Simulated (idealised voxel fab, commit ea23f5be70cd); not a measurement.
The process module that follows is named voxel gate over fins.
The width of the displayed cross-section, cut, is 245 nm; its cells are square, with a size of 5 nm.
When this document writes out a cross-section, it uses a grid of square cells and lists it as bands, beginning at the top and moving down, with a band standing for one or more rows of cells.
Basically the band line says how high the top is and how high the bottom is, in nm, and then what's in it from left to right, every material with its width in nm. Empty space shows up as "blank", and if a single material carries "all across" it runs the full band edge to edge.
Height 0 is the level under which the wafer as received is all one material. The lowest band goes on downwards, as in "0 and below".
Think of "30..40" as a width that walks from the first number to the second as you go down the band, top row to bottom row, taking equal-sized steps from row to row.
Reading "left unchanged" for a step: not a cell of the cross-section changed in it.
So "Closed void inventory" is basically the list of trapped voids: any empty space of 8 cells or more that can't reach the top through an opening. They're written width x height at distance, the distance being from the left edge, and it's all nm.
Read whatever lies past the settings on a step's line as the simulator's own remark about the step.
On any step carrying a mask, the "overlay nm" setting, if present on the step's line, tells how far right of its planned place the mask lay; negative values point to the left.

**Steps planned for the process**
step 1: RECEIVE,material Si
step 2: CONFORMAL_DEP,material SiN,thk nm 5
step 3: PATTERN,tone cover,mask id FINS,material resist,width nm 15,pitch nm 35,thk nm 15,overlay nm 0
step 4: DIRECTIONAL_ETCH,etch materials SiN,depth nm 5
step 5: DIRECTIONAL_ETCH,etch materials Si,depth nm 40
step 6: STRIP,etch materials resist
step 7: FILL_DEP,material SiO2,thk nm 10
step 8: CMP,height nm 5
step 9: SELECTIVE_ETCH,etch materials SiO2,depth nm 15
step 10: STRIP,etch materials SiN
step 11: CONFORMAL_DEP,material HfO2,thk nm 5
step 12: CONFORMAL_DEP,material TiN,thk nm 5
step 13: FILL_DEP,material W,thk nm 15
step 14: CMP,height nm 20
step 15: CONFORMAL_DEP,material SiCN,thk nm 5

**Concerning the first of two wafers, which was run in accordance with the plan**

**As received (post step 1): cross-section**
    0 and below | Si all across
    Closed void inventory: none

**Cross-section of the wafer after step 2**
    5 down to 0 | SiN all across
    Nothing below the height 0 has changed.

**Cross-section of the wafer after step 3**
    20 down to 5 | blank: 60, resist: 15, blank: 20, resist: 15, blank: 20, resist: 15, blank: 20, resist: 15, blank: 65
    Nothing below the height 5 has changed.

**Cross-section of the wafer after step 4**
    20 down to 5 | blank: 60, resist: 15, blank: 20, resist: 15, blank: 20, resist: 15, blank: 20, resist: 15, blank: 65
    5 down to 0 | blank: 60, SiN: 15, blank: 20, SiN: 15, blank: 20, SiN: 15, blank: 20, SiN: 15, blank: 65
    Nothing below the height 0 has changed.

**Cross-section of the wafer after step 5**
    20 down to 5 | blank: 60, resist: 15, blank: 20, resist: 15, blank: 20, resist: 15, blank: 20, resist: 15, blank: 65
    5 down to 0 | blank: 60, SiN: 15, blank: 20, SiN: 15, blank: 20, SiN: 15, blank: 20, SiN: 15, blank: 65
    0 down to -40 | blank: 60, Si: 15, blank: 20, Si: 15, blank: 20, Si: 15, blank: 20, Si: 15, blank: 65
    Nothing below the height -40 has changed.

**Cross-section of the wafer after step 6**
    5 down to 0 | blank: 60, SiN: 15, blank: 20, SiN: 15, blank: 20, SiN: 15, blank: 20, SiN: 15, blank: 65
    Nothing below the height 0 has changed.

**Cross-section of the wafer after step 7**
    15 down to 5 | SiO2 all across
    5 down to 0 | SiO2: 60, SiN: 15, SiO2: 20, SiN: 15, SiO2: 20, SiN: 15, SiO2: 20, SiN: 15, SiO2: 65
    0 down to -40 | SiO2: 60, Si: 15, SiO2: 20, Si: 15, SiO2: 20, Si: 15, SiO2: 20, Si: 15, SiO2: 65
    Nothing below the height -40 has changed.

**Cross-section of the wafer after step 8**
    5 down to 0 | SiO2: 60, SiN: 15, SiO2: 20, SiN: 15, SiO2: 20, SiN: 15, SiO2: 20, SiN: 15, SiO2: 65
    Nothing below the height 0 has changed.

**Cross-section of the wafer after step 9**
    5 down to 0 | blank: 60, SiN: 15, blank: 20, SiN: 15, blank: 20, SiN: 15, blank: 20, SiN: 15, blank: 65
    0 down to -10 | blank: 60, Si: 15, blank: 20, Si: 15, blank: 20, Si: 15, blank: 20, Si: 15, blank: 65
    Nothing below the height -10 has changed.

**Cross-section of the wafer after step 10**
    0 down to -10 | blank: 60, Si: 15, blank: 20, Si: 15, blank: 20, Si: 15, blank: 20, Si: 15, blank: 65
    Nothing below the height -10 has changed.

**Cross-section of the wafer after step 11**
    5 down to 0 | blank: 55, HfO2: 25, blank: 10, HfO2: 25, blank: 10, HfO2: 25, blank: 10, HfO2: 25, blank: 60
    0 down to -5 | blank: 55, HfO2: 5, Si: 15, HfO2: 5, blank: 10, HfO2: 5, Si: 15, HfO2: 5, blank: 10, HfO2: 5, Si: 15, HfO2: 5, blank: 10, HfO2: 5, Si: 15, HfO2: 5, blank: 60
    -5 down to -10 | HfO2: 60, Si: 15, HfO2: 20, Si: 15, HfO2: 20, Si: 15, HfO2: 20, Si: 15, HfO2: 65
    Nothing below the height -10 has changed.

**Cross-section of the wafer after step 12**
    10 down to 5 | blank: 50, TiN: 140, blank: 55
    5 down to 0 | blank: 50, TiN: 5, HfO2: 25, TiN: 10, HfO2: 25, TiN: 10, HfO2: 25, TiN: 10, HfO2: 25, TiN: 5, blank: 55
    0 down to -5 | TiN: 55, HfO2: 5, Si: 15, HfO2: 5, TiN: 10, HfO2: 5, Si: 15, HfO2: 5, TiN: 10, HfO2: 5, Si: 15, HfO2: 5, TiN: 10, HfO2: 5, Si: 15, HfO2: 5, TiN: 60
    Nothing below the height -5 has changed.

**Cross-section of the wafer after step 13**
    25 down to 10 | W all across
    10 down to 5 | W: 50, TiN: 140, W: 55
    5 down to 0 | W: 50, TiN: 5, HfO2: 25, TiN: 10, HfO2: 25, TiN: 10, HfO2: 25, TiN: 10, HfO2: 25, TiN: 5, W: 55
    Nothing below the height 0 has changed.

**Cross-section of the wafer after step 14**
    20 down to 10 | W all across
    Nothing below the height 10 has changed.

**Cross-section of the wafer after step 15**
    25 down to 20 | SiCN all across
    Nothing below the height 20 has changed.

**Second Wafer (Identical Start and Plan, One Processing Error; Matches First Wafer Through Step 8)**

**Second wafer profile in section, at the moment step 9 of the plan was meant to be complete**
    5 down to 0 | blank: 60, SiN: 15, blank: 20, SiN: 15, blank: 20, SiN: 15, blank: 20, SiN: 15, blank: 65
    0 down to -25 | blank: 60, Si: 15, blank: 20, Si: 15, blank: 20, Si: 15, blank: 20, Si: 15, blank: 65
    Nothing below the height -25 has changed.

**Second wafer profile in section, at the moment step 10 of the plan was meant to be complete**
    0 down to -25 | blank: 60, Si: 15, blank: 20, Si: 15, blank: 20, Si: 15, blank: 20, Si: 15, blank: 65
    Nothing below the height -25 has changed.

**Second wafer profile in section, at the moment step 11 of the plan was meant to be complete**
    5 down to 0 | blank: 55, HfO2: 25, blank: 10, HfO2: 25, blank: 10, HfO2: 25, blank: 10, HfO2: 25, blank: 60
    0 down to -20 | blank: 55, HfO2: 5, Si: 15, HfO2: 5, blank: 10, HfO2: 5, Si: 15, HfO2: 5, blank: 10, HfO2: 5, Si: 15, HfO2: 5, blank: 10, HfO2: 5, Si: 15, HfO2: 5, blank: 60
    -20 down to -25 | HfO2: 60, Si: 15, HfO2: 20, Si: 15, HfO2: 20, Si: 15, HfO2: 20, Si: 15, HfO2: 65
    Nothing below the height -25 has changed.

**Second wafer profile in section, at the moment step 12 of the plan was meant to be complete**
    10 down to 5 | blank: 50, TiN: 140, blank: 55
    5 down to 0 | blank: 50, TiN: 5, HfO2: 25, TiN: 10, HfO2: 25, TiN: 10, HfO2: 25, TiN: 10, HfO2: 25, TiN: 5, blank: 55
    0 down to -15 | blank: 50, TiN: 5, HfO2: 5, Si: 15, HfO2: 5, TiN: 10, HfO2: 5, Si: 15, HfO2: 5, TiN: 10, HfO2: 5, Si: 15, HfO2: 5, TiN: 10, HfO2: 5, Si: 15, HfO2: 5, TiN: 5, blank: 55
    -15 down to -20 | TiN: 55, HfO2: 5, Si: 15, HfO2: 5, TiN: 10, HfO2: 5, Si: 15, HfO2: 5, TiN: 10, HfO2: 5, Si: 15, HfO2: 5, TiN: 10, HfO2: 5, Si: 15, HfO2: 5, TiN: 60
    Nothing below the height -20 has changed.

**Second wafer profile in section, at the moment step 13 of the plan was meant to be complete**
    25 down to 10 | W all across
    10 down to 5 | W: 50, TiN: 140, W: 55
    5 down to 0 | W: 50, TiN: 5, HfO2: 25, TiN: 10, HfO2: 25, TiN: 10, HfO2: 25, TiN: 10, HfO2: 25, TiN: 5, W: 55
    0 down to -15 | W: 50, TiN: 5, HfO2: 5, Si: 15, HfO2: 5, TiN: 10, HfO2: 5, Si: 15, HfO2: 5, TiN: 10, HfO2: 5, Si: 15, HfO2: 5, TiN: 10, HfO2: 5, Si: 15, HfO2: 5, TiN: 5, W: 55
    Nothing below the height -15 has changed.

**Second wafer profile in section, at the moment step 14 of the plan was meant to be complete**
    20 down to 10 | W all across
    Nothing below the height 10 has changed.

**Second wafer profile in section, at the moment step 15 of the plan was meant to be complete**
    25 down to 20 | SiCN all across
    Nothing below the height 20 has changed.
Deviation from plan: in the plan, step 9 was performed twice
Materials where the second wafer ends with more or fewer cells than the first: 24 more of HfO2 | 111 fewer of SiO2 | 24 more of TiN | 63 more of W
